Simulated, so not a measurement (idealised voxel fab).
The process module presented herein is designated voxel double patterning.
Section shown: cut. Width: 160 nm. Cell size: 5 nm, square.
The cross-sections in this document take the form of a grid made of square cells. They are written out as bands, in order from top to bottom. Each band consists of one or more rows of cells. Top, bottom (nm), then materials left to right with widths (nm); lone material tagged "throughout" fills the whole band edge to edge; "blank" = empty space. All heights in this document are referenced to 0, defined as the level beneath which the wafer, as received, consists entirely of one material. The lowest band is not bounded below; it extends indefinitely downward and is written in the form "0 nm and below". Read "30..40" as a graded width: first number on top, second number at the bottom, same change between each pair of neighbouring rows. Where the words "identical to before" appear for a step, the cross-section shows no cell changed by that step; every cell remained as before. Basically, "Unvented internal voids" tells you about the enclosed voids: empty spaces with no open way to the top, 8 cells or bigger, each written width x height at distance, where distance is from the left edge, all in nm. It should be noted that, on the line of a given step, the content following the step's settings is a remark produced by the simulator itself with respect to that step. You can add "overlay nm" to a step's line. For a step with a mask, it describes how far the mask lay to the right of its planned position, and a negative number describes a lay to the left.

[Below is the list of planned process steps]
| 1 | RECEIVE,material Si |
| 2 | CONFORMAL_DEP,material SiN,thk nm 5 |
| 3 | DIRECTIONAL_DEP,material SiO2,thk nm 20 |
| 4 | DIRECTIONAL_DEP,material SiCN,thk nm 5 |
| 5 | DIRECTIONAL_DEP,material aC,thk nm 15 |
| 6 | PATTERN,tone open,mask id FIRST,material resist,width nm 15,pitch nm 50,thk nm 30,overlay nm 0 |
| 7 | DIRECTIONAL_ETCH,etch materials aC,depth nm 15 |
| 8 | STRIP,etch materials resist |
| 9 | DIRECTIONAL_ETCH,etch materials SiCN,depth nm 5 |
| 10 | STRIP,etch materials aC |
| 11 | DIRECTIONAL_DEP,material aC,thk nm 10 |
| 12 | PATTERN,tone open,mask id SECOND,material resist,width nm 15,thk nm 25,overlay nm 0 |
| 13 | DIRECTIONAL_ETCH,etch materials aC,depth nm 10 |
| 14 | STRIP,etch materials resist |
| 15 | DIRECTIONAL_ETCH,etch materials SiCN,depth nm 5 |
| 16 | STRIP,etch materials aC |
| 17 | DIRECTIONAL_ETCH,etch materials SiO2,depth nm 20 |
| 18 | STRIP,etch materials SiCN |

[Wafer at receipt (post step 1), cross-section]
	0 nm and below  Si throughout
	Unvented internal voids: none

[First of two wafers: cross-section at end of module, run per plan]
	25 nm to 5 nm  45 nm SiO2 / 15 nm blank / 10 nm SiO2 / 15 nm blank / 10 nm SiO2 / 15 nm blank / 50 nm SiO2
	5 nm to 0 nm  SiN throughout
	0 nm and below  Si throughout
	Unvented internal voids: none

[This is the second of the two wafers, cross-sectioned at the end of the module; it started exactly like the first and was given the same plan, but it was run with one mistake]
	45 nm to 25 nm  45 nm SiO2 / 15 nm blank / 10 nm SiO2 / 15 nm blank / 10 nm SiO2 / 15 nm blank / 50 nm SiO2
	25 nm to 5 nm  SiO2 throughout
	5 nm to 0 nm  SiN throughout
	0 nm and below  Si throughout
	Unvented internal voids: none
what went wrong: twice, step 3 of the plan was run
Count the cells at the end and the second wafer has more or fewer of some materials than the first: +128 SiO2
